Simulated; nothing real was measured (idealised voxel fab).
The process module that follows is named voxel capacitor over wiring.
The figure presents cross-section cut, which has a width of 190 nm and is divided into square cells with an edge length of 5 nm.
Throughout this document, each cross-section is represented as a grid of square cells and is presented as a sequence of bands enumerated from the top downward, where a band comprises one or more rows of cells.
Band: top height; bottom height; in nm. Then, left to right: material with width in nm, for each material. "everywhere": a single material spanning edge to edge. "air": empty space.
Height reference: 0 = level under which incoming wafer is all one material. Lowest band: no bottom, runs on downward, e.g. "0 down".
With a width like "30..40", each row of cells in the band differs from the next by the same amount, the top row carrying the first number and the bottom row the second.
Basically "stayed the same" means that step didn't change any cell in the cross-section.
The entry titled "Closed internal cavities" provides the empty spaces that have no open way to the top, restricted to those of 8 cells or more. Each is presented as width x height at distance, the distance being measured from the left edge, with all three in nm.
On a step's line, text after the settings is the simulator commenting on that step.
overlay nm: how far to the right of its planned place the mask lay on this masked step (negative: to the left).
### Process steps - plan
1,RECEIVE | material Si
2,CONFORMAL_DEP | material SiO2 | thk nm 15
3,CONFORMAL_DEP | material SiCN | thk nm 5
4,DIRECTIONAL_DEP | material lowk | thk nm 25
5,PATTERN | tone open | mask id METAL_1 | material resist | width nm 25 | pitch nm 75 | thk nm 20 | overlay nm 0
6,DIRECTIONAL_ETCH | etch materials lowk | depth nm 25
7,DIRECTIONAL_ETCH | etch materials SiCN | depth nm 5
8,STRIP | etch materials resist
9,CONFORMAL_DEP | material TiN | thk nm 5
10,FILL_DEP | material Ru | thk nm 10
11,CMP | height nm 45
12,CONFORMAL_DEP | material SiCN | thk nm 5
13,DIRECTIONAL_DEP | material lowk | thk nm 15
14,PATTERN | tone open | mask id PLUG_1 | material resist | width nm 15 | thk nm 15 | overlay nm 0
15,DIRECTIONAL_ETCH | etch materials lowk | depth nm 15
16,DIRECTIONAL_ETCH | etch materials SiCN | depth nm 5
17,STRIP | etch materials resist
18,EPI | material Ru | thk nm 10
19,EPI | material Ru | thk nm 10
20,DIRECTIONAL_DEP | material TiN | thk nm 10
21,DIRECTIONAL_DEP | material Al2O3 | thk nm 5
22,DIRECTIONAL_DEP | material TiN | thk nm 10
23,PATTERN | tone cover | mask id UPPER_PLATE | material resist | width nm 55 | thk nm 20 | overlay nm 0
24,DIRECTIONAL_ETCH | etch materials TiN | depth nm 10
25,DIRECTIONAL_ETCH | etch materials Al2O3 | depth nm 5
26,STRIP | etch materials resist
27,MASKED_ETCH | tone cover | mask id LOWER_PLATE | width nm 65 | etch materials TiN | depth nm 10 | overlay nm 0
28,FILL_DEP | material SiO2 | thk nm 15
29,CMP | height nm 100
30,MASKED_ETCH | tone open | mask id PLUG_2 | width nm 15 | etch materials SiO2 | depth nm 10 | overlay nm 0
31,CONFORMAL_DEP | material TiN | thk nm 5
32,FILL_DEP | material W | thk nm 5
33,CMP | height nm 100
34,CONFORMAL_DEP | material SiN | thk nm 5
### Cross-section of the wafer as it came to us, i.e., already through step 1
    0 down  Si everywhere
    Closed internal cavities: none
### Post-module cross-section: identical start and plan to those above, one misstep in execution
    105 to 100  SiN everywhere
    100 to 95  SiO2: 65 | TiN: 5 | W: 5 | TiN: 5 | SiO2: 110
    95 to 90  SiO2: 65 | TiN: 15 | SiO2: 110
    90 to 80  SiO2: 55 | TiN: 55 | SiO2: 80
    80 to 75  SiO2 everywhere
    75 to 65  TiN everywhere
    65 to 50  lowk: 55 | Ru: 15 | lowk: 120
    50 to 45  SiCN: 55 | Ru: 15 | SiCN: 120
    45 to 20  lowk: 45 | TiN: 5 | Ru: 15 | TiN: 5 | lowk: 50 | TiN: 5 | Ru: 15 | TiN: 5 | lowk: 45
    20 to 15  SiCN: 45 | TiN: 25 | SiCN: 50 | TiN: 25 | SiCN: 45
    15 to 0  SiO2 everywhere
    0 down  Si everywhere
    Closed internal cavities: none
Misprocessing identified: off-plan run, step 21, actual operation and settings DIRECTIONAL_DEP | material SiO2 | thk nm 5
